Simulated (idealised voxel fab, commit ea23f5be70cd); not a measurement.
Process module in this document: voxel capacitor over wiring
The cross-section shown here is cut; it is 285 nm wide and divided into square cells measuring 5 nm on a side.
A cross-section in this document is a grid of square cells, and it is written down as bands, the top band listed before the ones below it; a band is made up of one or more rows of cells. Top height, bottom height, nm. Materials left to right, width each, nm. Single material + "edge to edge" = fills band edge to edge. "empty" = empty. Height 0 is the level under which the wafer as received is all one material. The lowest band goes on downwards, as in "0 and below". The width entry "30->40" should be interpreted row by row: the top row of cells in the band takes the first number, the bottom row takes the second number, and the change between adjacent rows is uniform throughout. "same as before" after a step means that no cell of the cross-section changed. Any empty space of 8 cells or more lacking an open way to the top shows up in "Enclosed cavity list" as width x height at distance, distance from the left edge, in nm. Formally, on a step line, whatever follows the settings is a remark that the simulator itself makes on the step. For masked steps, "overlay nm" on the step line gives how far right of plan the mask actually lay; a minus sign means it lay to the left.

These are the steps we planned for the process
step 1: RECEIVE: material Si
step 2: CONFORMAL_DEP: material SiO2, thk nm 15
step 3: DIRECTIONAL_DEP: material TiN, thk nm 5
step 4: DIRECTIONAL_DEP: material W, thk nm 25
step 5: MASKED_ETCH: tone cover, mask id METAL_1, width nm 20, pitch nm 85, etch materials W, depth nm 25, overlay nm 0
step 6: MASKED_ETCH: tone cover, mask id METAL_1, width nm 20, pitch nm 85, etch materials TiN, depth nm 5, overlay nm 0
step 7: CONFORMAL_DEP: material SiCN, thk nm 5
step 8: FILL_DEP: material SiO2, thk nm 5
step 9: CMP: height nm 45
step 10: CONFORMAL_DEP: material SiCN, thk nm 5
step 11: DIRECTIONAL_DEP: material SiO2, thk nm 15
step 12: PATTERN: tone open, mask id PLUG_1, material resist, width nm 15, thk nm 20, overlay nm 0
step 13: DIRECTIONAL_ETCH: etch materials SiO2, depth nm 15
step 14: DIRECTIONAL_ETCH: etch materials SiCN, depth nm 5
step 15: STRIP: etch materials resist
step 16: EPI: material Ru, thk nm 10
step 17: EPI: material Ru, thk nm 10
step 18: DIRECTIONAL_DEP: material TiN, thk nm 5
step 19: DIRECTIONAL_DEP: material SiN, thk nm 5
step 20: DIRECTIONAL_DEP: material TiN, thk nm 5
step 21: MASKED_ETCH: tone cover, mask id UPPER_PLATE, width nm 70, etch materials TiN, depth nm 5, overlay nm 0
step 22: MASKED_ETCH: tone cover, mask id UPPER_PLATE, width nm 70, etch materials SiN, depth nm 5, overlay nm 0
step 23: MASKED_ETCH: tone cover, mask id LOWER_PLATE, width nm 80, etch materials TiN, depth nm 5, overlay nm 0
step 24: FILL_DEP: material SiO2, thk nm 20
step 25: CMP: height nm 95
step 26: PATTERN: tone open, mask id PLUG_2, material resist, width nm 15, thk nm 15, overlay nm 0
step 27: DIRECTIONAL_ETCH: etch materials SiO2, depth nm 15
step 28: STRIP: etch materials resist
step 29: CONFORMAL_DEP: material TiN, thk nm 5
step 30: FILL_DEP: material Cu, thk nm 5
step 31: CMP: height nm 95
step 32: CONFORMAL_DEP: material SiN, thk nm 5

Cross-section of the wafer as it came to us, i.e., already through step 1
* 0 and below: Si edge to edge
* Enclosed cavity list: none

Cross-section, end of module. Start: as above. Plan: as above. Execution: one mistake
* 100 down to 95: SiN edge to edge
* 95 down to 85: SiO2: 105; TiN: 5; Cu: 5; TiN: 5; SiO2: 165
* 85 down to 75: SiO2: 105->95; TiN: 15->70; SiO2: 165->120
* 75 down to 70: SiO2: 95; SiN: 70; SiO2: 120
* 70 down to 65: SiO2: 90; TiN: 80; SiO2: 115
* 65 down to 50: SiO2: 95; Ru: 15; SiO2: 175
* 50 down to 45: SiCN: 95; Ru: 15; SiCN: 175
* 45 down to 25: SiO2: 85; SiCN: 5; W: 20; SiCN: 5; SiO2: 55; SiCN: 5; W: 20; SiCN: 5; SiO2: 85
* 25 down to 20: SiO2: 80; SiCN: 10; W: 20; SiCN: 5; SiO2: 50; SiCN: 10; W: 20; SiCN: 5; SiO2: 85
* 20 down to 15: SiCN: 85; TiN: 25; SiCN: 60; TiN: 25; SiCN: 90
* 15 down to 0: SiO2 edge to edge
* 0 and below: Si edge to edge
* Enclosed cavity list: none
Finding, execution versus plan: in deviation from the planned setting, step 6 was conducted as MASKED_ETCH: tone cover, mask id METAL_1, width nm 20, pitch nm 85, etch materials TiN, depth nm 5, overlay nm -5
